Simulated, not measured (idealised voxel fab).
process module | voxel gate over fins
cross-section cut | 280 nm wide | cells 5 nm
A cross-section is a grid of square cells, given in bands from the top down. A band is one or more rows of cells.
Each band's line starts with the height of the band's top and of its bottom, in nm. Then come its materials from left to right, each with its width in nm. One material with "throughout" fills the band from edge to edge. "air" is empty space.
Height 0 is the level under which the wafer as received is all one material. The lowest band goes on downwards, as in "0 down".
A width such as "30 to 40" changes by the same amount from each row of cells to the next, from the band's top row to its bottom row.
"no change" after a step means that no cell of the cross-section changed.
closed voids: empty space of 8 cells or more with no open way to the top, each as width x height at its distance from the left edge, in nm
after a step's settings: what the simulator itself notes on the step
overlay nm, on a step with a mask: how far to the right of its planned place the mask lay; to the left if negative
plan
1 op RECEIVE | material Si
2 op CONFORMAL_DEP | material SiN | thk nm 5
3 op MASKED_ETCH | tone cover | mask id FINS | width nm 15 | pitch nm 45 | etch materials SiN | depth nm 5 | overlay nm 0
4 op MASKED_ETCH | tone cover | mask id FINS | width nm 15 | pitch nm 45 | etch materials Si | depth nm 30 | overlay nm 0
5 op FILL_DEP | material SiO2 | thk nm 15
6 op CMP | height nm 5
7 op SELECTIVE_ETCH | etch materials SiO2 | depth nm 15
8 op STRIP | etch materials SiN
9 op CONFORMAL_DEP | material HfO2 | thk nm 5
10 op CONFORMAL_DEP | material TiN | thk nm 5
11 op FILL_DEP | material W | thk nm 10
12 op CMP | height nm 15
13 op CONFORMAL_DEP | material SiCN | thk nm 5
as received, after step 1
  0 down: Si throughout
  closed voids: none
first wafer at the end, as planned
  20 to 15: SiCN throughout
  15 to 10: W throughout
  10 to 5: W 55 | TiN 35 | W 10 | TiN 35 | W 10 | TiN 35 | W 10 | TiN 35 | W 55
  5 to 0: W 55 | TiN 5 | HfO2 25 | TiN 5 | W 10 | TiN 5 | HfO2 25 | TiN 5 | W 10 | TiN 5 | HfO2 25 | TiN 5 | W 10 | TiN 5 | HfO2 25 | TiN 5 | W 55
  0 to -5: TiN 60 | HfO2 5 | Si 15 | HfO2 5 | TiN 20 | HfO2 5 | Si 15 | HfO2 5 | TiN 20 | HfO2 5 | Si 15 | HfO2 5 | TiN 20 | HfO2 5 | Si 15 | HfO2 5 | TiN 60
  -5 to -10: HfO2 65 | Si 15 | HfO2 30 | Si 15 | HfO2 30 | Si 15 | HfO2 30 | Si 15 | HfO2 65
  -10 to -30: SiO2 65 | Si 15 | SiO2 30 | Si 15 | SiO2 30 | Si 15 | SiO2 30 | Si 15 | SiO2 65
  -30 down: Si throughout
  closed voids: none
second wafer at the end: like start, like plan, one mistake
  20 to 15: SiCN throughout
  15 to 10: W throughout
  10 to 0: W 55 | HfO2 35 | W 10 | HfO2 35 | W 10 | HfO2 35 | W 10 | HfO2 35 | W 55
  0 to -10: HfO2 65 | Si 15 | HfO2 30 | Si 15 | HfO2 30 | Si 15 | HfO2 30 | Si 15 | HfO2 65
  -10 to -30: SiO2 65 | Si 15 | SiO2 30 | Si 15 | SiO2 30 | Si 15 | SiO2 30 | Si 15 | SiO2 65
  -30 down: Si throughout
  closed voids: none
what went wrong: step 10 ran as: op CONFORMAL_DEP | material HfO2 | thk nm 5
at the end the second wafer has, in cells: 72 more of HfO2 | 72 fewer of TiN
